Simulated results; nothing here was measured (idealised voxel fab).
Process module, titled voxel air gaps
Shown is cross-section cut, with a width of 200 nm and square cells of size 5 nm.
This document writes a cross-section as a grid whose cells are square, and gives it as bands, listed from the top down; one or more rows of cells form a band. Top height, bottom height, nm. Materials left to right, width each, nm. Single material + "everywhere" = fills band edge to edge. "blank" = empty. Heights are measured from 0, the level below which the as-received wafer is all one material; the lowest band has no bottom and continues downward, written as in "0..down". Graded width ("30->40"): value in top row of band = first number; value in bottom row = second number; row-to-row change constant. It should be understood that the words "left unchanged", when stated for a given step, signify that the cross-section underwent no change in any of its cells during that step. Reported under the label "Listed closed voids" are the empty spaces having no open way to the top and comprising 8 cells or more; the notation for each is width x height at distance, in which the distance is measured from the left edge and all three values are in nm. Post-settings text on a step line: simulator's own remark regarding the step. A step's line can hold "overlay nm"; with a mask on that step, the setting says how far right of the planned place the mask lay, while a negative setting says it lay to the left.
-- Steps planned for the process
step 1: RECEIVE (material Si)
step 2: CONFORMAL_DEP (material SiO2; thk nm 15)
step 3: CONFORMAL_DEP (material SiN; thk nm 5)
step 4: DIRECTIONAL_DEP (material SiO2; thk nm 35)
step 5: DIRECTIONAL_DEP (material aC; thk nm 15)
step 6: PATTERN (tone open; mask id LINES; material resist; width nm 15; pitch nm 40; thk nm 35; overlay nm 0)
step 7: DIRECTIONAL_ETCH (etch materials aC; depth nm 15)
step 8: STRIP (etch materials resist)
step 9: DIRECTIONAL_ETCH (etch materials SiO2; depth nm 35)
step 10: STRIP (etch materials aC)
step 11: CONFORMAL_DEP (material TiN; thk nm 5)
step 12: FILL_DEP (material W; thk nm 5)
step 13: CMP (height nm 55)
step 14: EPI (material Ru; thk nm 10)
step 15: SELECTIVE_ETCH (etch materials SiO2; depth nm 45)
step 16: CONFORMAL_DEP (material SiCN; thk nm 5)
-- The first of the two wafers, which ran as planned
-- Wafer at receipt (post step 1), cross-section
  0..down = Si everywhere
  Listed closed voids: none
-- Take a look at the wafer's cross-section after step 2
  15..0 = SiO2 everywhere
  Lower than 0, everything is as it was.
-- Take a look at the wafer's cross-section after step 3
  20..15 = SiN everywhere
  Lower than 15, everything is as it was.
-- Take a look at the wafer's cross-section after step 4
  55..20 = SiO2 everywhere
  Lower than 20, everything is as it was.
-- Take a look at the wafer's cross-section after step 5
  70..55 = aC everywhere
  Lower than 55, everything is as it was.
-- Take a look at the wafer's cross-section after step 6
  105..70 = 50 nm resist, 15 nm blank, 25 nm resist, 15 nm blank, 25 nm resist, 15 nm blank, 55 nm resist
  Lower than 70, everything is as it was.
-- Take a look at the wafer's cross-section after step 7
  90..70 = 50 nm resist, 15 nm blank, 25 nm resist, 15 nm blank, 25 nm resist, 15 nm blank, 55 nm resist
  70..55 = 50 nm aC, 15 nm blank, 25 nm aC, 15 nm blank, 25 nm aC, 15 nm blank, 55 nm aC
  Lower than 55, everything is as it was.
-- Take a look at the wafer's cross-section after step 8
  70..55 = 50 nm aC, 15 nm blank, 25 nm aC, 15 nm blank, 25 nm aC, 15 nm blank, 55 nm aC
  Lower than 55, everything is as it was.
-- Take a look at the wafer's cross-section after step 9
  70..55 = 50 nm aC, 15 nm blank, 25 nm aC, 15 nm blank, 25 nm aC, 15 nm blank, 55 nm aC
  55..20 = 50 nm SiO2, 15 nm blank, 25 nm SiO2, 15 nm blank, 25 nm SiO2, 15 nm blank, 55 nm SiO2
  Lower than 20, everything is as it was.
-- Take a look at the wafer's cross-section after step 10
  55..20 = 50 nm SiO2, 15 nm blank, 25 nm SiO2, 15 nm blank, 25 nm SiO2, 15 nm blank, 55 nm SiO2
  Lower than 20, everything is as it was.
-- Take a look at the wafer's cross-section after step 11
  60..55 = 55 nm TiN, 5 nm blank, 35 nm TiN, 5 nm blank, 35 nm TiN, 5 nm blank, 60 nm TiN
  55..25 = 50 nm SiO2, 5 nm TiN, 5 nm blank, 5 nm TiN, 25 nm SiO2, 5 nm TiN, 5 nm blank, 5 nm TiN, 25 nm SiO2, 5 nm TiN, 5 nm blank, 5 nm TiN, 55 nm SiO2
  25..20 = 50 nm SiO2, 15 nm TiN, 25 nm SiO2, 15 nm TiN, 25 nm SiO2, 15 nm TiN, 55 nm SiO2
  Lower than 20, everything is as it was.
-- Take a look at the wafer's cross-section after step 12
  65..60 = W everywhere
  60..55 = 55 nm TiN, 5 nm W, 35 nm TiN, 5 nm W, 35 nm TiN, 5 nm W, 60 nm TiN
  55..25 = 50 nm SiO2, 5 nm TiN, 5 nm W, 5 nm TiN, 25 nm SiO2, 5 nm TiN, 5 nm W, 5 nm TiN, 25 nm SiO2, 5 nm TiN, 5 nm W, 5 nm TiN, 55 nm SiO2
  Lower than 25, everything is as it was.
-- Take a look at the wafer's cross-section after step 13
  55..25 = 50 nm SiO2, 5 nm TiN, 5 nm W, 5 nm TiN, 25 nm SiO2, 5 nm TiN, 5 nm W, 5 nm TiN, 25 nm SiO2, 5 nm TiN, 5 nm W, 5 nm TiN, 55 nm SiO2
  Lower than 25, everything is as it was.
-- Take a look at the wafer's cross-section after step 14
  65..55 = 40 nm blank, 35 nm Ru, 5 nm blank, 35 nm Ru, 5 nm blank, 35 nm Ru, 45 nm blank
  Lower than 55, everything is as it was.
-- Take a look at the wafer's cross-section after step 15
  65..55 = 40 nm blank, 35 nm Ru, 5 nm blank, 35 nm Ru, 5 nm blank, 35 nm Ru, 45 nm blank
  55..25 = 50 nm blank, 5 nm TiN, 5 nm W, 5 nm TiN, 25 nm blank, 5 nm TiN, 5 nm W, 5 nm TiN, 25 nm blank, 5 nm TiN, 5 nm W, 5 nm TiN, 55 nm blank
  25..20 = 50 nm blank, 15 nm TiN, 25 nm blank, 15 nm TiN, 25 nm blank, 15 nm TiN, 55 nm blank
  Lower than 20, everything is as it was.
-- Take a look at the wafer's cross-section after step 16
  70..65 = 35 nm blank, 125 nm SiCN, 40 nm blank
  65..55 = 35 nm blank, 5 nm SiCN, 35 nm Ru, 5 nm SiCN, 35 nm Ru, 5 nm SiCN, 35 nm Ru, 5 nm SiCN, 40 nm blank
  55..50 = 35 nm blank, 15 nm SiCN, 5 nm TiN, 5 nm W, 5 nm TiN, 25 nm SiCN, 5 nm TiN, 5 nm W, 5 nm TiN, 25 nm SiCN, 5 nm TiN, 5 nm W, 5 nm TiN, 15 nm SiCN, 40 nm blank
  50..25 = 45 nm blank, 5 nm SiCN, 5 nm TiN, 5 nm W, 5 nm TiN, 5 nm SiCN, 15 nm blank, 5 nm SiCN, 5 nm TiN, 5 nm W, 5 nm TiN, 5 nm SiCN, 15 nm blank, 5 nm SiCN, 5 nm TiN, 5 nm W, 5 nm TiN, 5 nm SiCN, 50 nm blank
  25..20 = 50 nm SiCN, 15 nm TiN, 25 nm SiCN, 15 nm TiN, 25 nm SiCN, 15 nm TiN, 55 nm SiCN
  Lower than 20, everything is as it was.
  Listed closed voids: 15 x 25 at 70; 15 x 25 at 110
-- Second wafer, same starting state and plan as the first, one mistake in the run, identical through step 3
-- Look at the second wafer in cross-section at the time step 4 ought to have finished
  50..20 = SiO2 everywhere
  Lower than 20, everything is as it was.
-- Look at the second wafer in cross-section at the time step 5 ought to have finished
  65..50 = aC everywhere
  Lower than 50, everything is as it was.
-- Look at the second wafer in cross-section at the time step 6 ought to have finished
  100..65 = 50 nm resist, 15 nm blank, 25 nm resist, 15 nm blank, 25 nm resist, 15 nm blank, 55 nm resist
  Lower than 65, everything is as it was.
-- Look at the second wafer in cross-section at the time step 7 ought to have finished
  85..65 = 50 nm resist, 15 nm blank, 25 nm resist, 15 nm blank, 25 nm resist, 15 nm blank, 55 nm resist
  65..50 = 50 nm aC, 15 nm blank, 25 nm aC, 15 nm blank, 25 nm aC, 15 nm blank, 55 nm aC
  Lower than 50, everything is as it was.
-- Look at the second wafer in cross-section at the time step 8 ought to have finished
  65..50 = 50 nm aC, 15 nm blank, 25 nm aC, 15 nm blank, 25 nm aC, 15 nm blank, 55 nm aC
  Lower than 50, everything is as it was.
-- Look at the second wafer in cross-section at the time step 9 ought to have finished
  65..50 = 50 nm aC, 15 nm blank, 25 nm aC, 15 nm blank, 25 nm aC, 15 nm blank, 55 nm aC
  50..20 = 50 nm SiO2, 15 nm blank, 25 nm SiO2, 15 nm blank, 25 nm SiO2, 15 nm blank, 55 nm SiO2
  Lower than 20, everything is as it was.
-- Look at the second wafer in cross-section at the time step 10 ought to have finished
  50..20 = 50 nm SiO2, 15 nm blank, 25 nm SiO2, 15 nm blank, 25 nm SiO2, 15 nm blank, 55 nm SiO2
  Lower than 20, everything is as it was.
-- Look at the second wafer in cross-section at the time step 11 ought to have finished
  55..50 = 55 nm TiN, 5 nm blank, 35 nm TiN, 5 nm blank, 35 nm TiN, 5 nm blank, 60 nm TiN
  50..25 = 50 nm SiO2, 5 nm TiN, 5 nm blank, 5 nm TiN, 25 nm SiO2, 5 nm TiN, 5 nm blank, 5 nm TiN, 25 nm SiO2, 5 nm TiN, 5 nm blank, 5 nm TiN, 55 nm SiO2
  25..20 = 50 nm SiO2, 15 nm TiN, 25 nm SiO2, 15 nm TiN, 25 nm SiO2, 15 nm TiN, 55 nm SiO2
  Lower than 20, everything is as it was.
-- Look at the second wafer in cross-section at the time step 12 ought to have finished
  60..55 = W everywhere
  55..50 = 55 nm TiN, 5 nm W, 35 nm TiN, 5 nm W, 35 nm TiN, 5 nm W, 60 nm TiN
  50..25 = 50 nm SiO2, 5 nm TiN, 5 nm W, 5 nm TiN, 25 nm SiO2, 5 nm TiN, 5 nm W, 5 nm TiN, 25 nm SiO2, 5 nm TiN, 5 nm W, 5 nm TiN, 55 nm SiO2
  Lower than 25, everything is as it was.
-- Look at the second wafer in cross-section at the time step 13 ought to have finished
  55..50 = 55 nm TiN, 5 nm W, 35 nm TiN, 5 nm W, 35 nm TiN, 5 nm W, 60 nm TiN
  Lower than 50, everything is as it was.
-- Look at the second wafer in cross-section at the time step 14 ought to have finished
  65..55 = Ru everywhere
  Lower than 55, everything is as it was.
Look at the second wafer in cross-section at the time step 15 ought to have finished: left unchanged
-- Look at the second wafer in cross-section at the time step 16 ought to have finished
  70..65 = SiCN everywhere
  Lower than 65, everything is as it was.
The plan and the run diverged here: step 4 was run on a setting that differed from the plan, and what really ran there is DIRECTIONAL_DEP (material SiO2; thk nm 30)
Wrapping up, a cell-based count of both wafers puts the second over or under the first for these materials: Ru +38 | SiCN -70 | SiO2 +186 | TiN +31
Final observation: first wafer, 2 closed voids; second wafer, 0 closed voids.
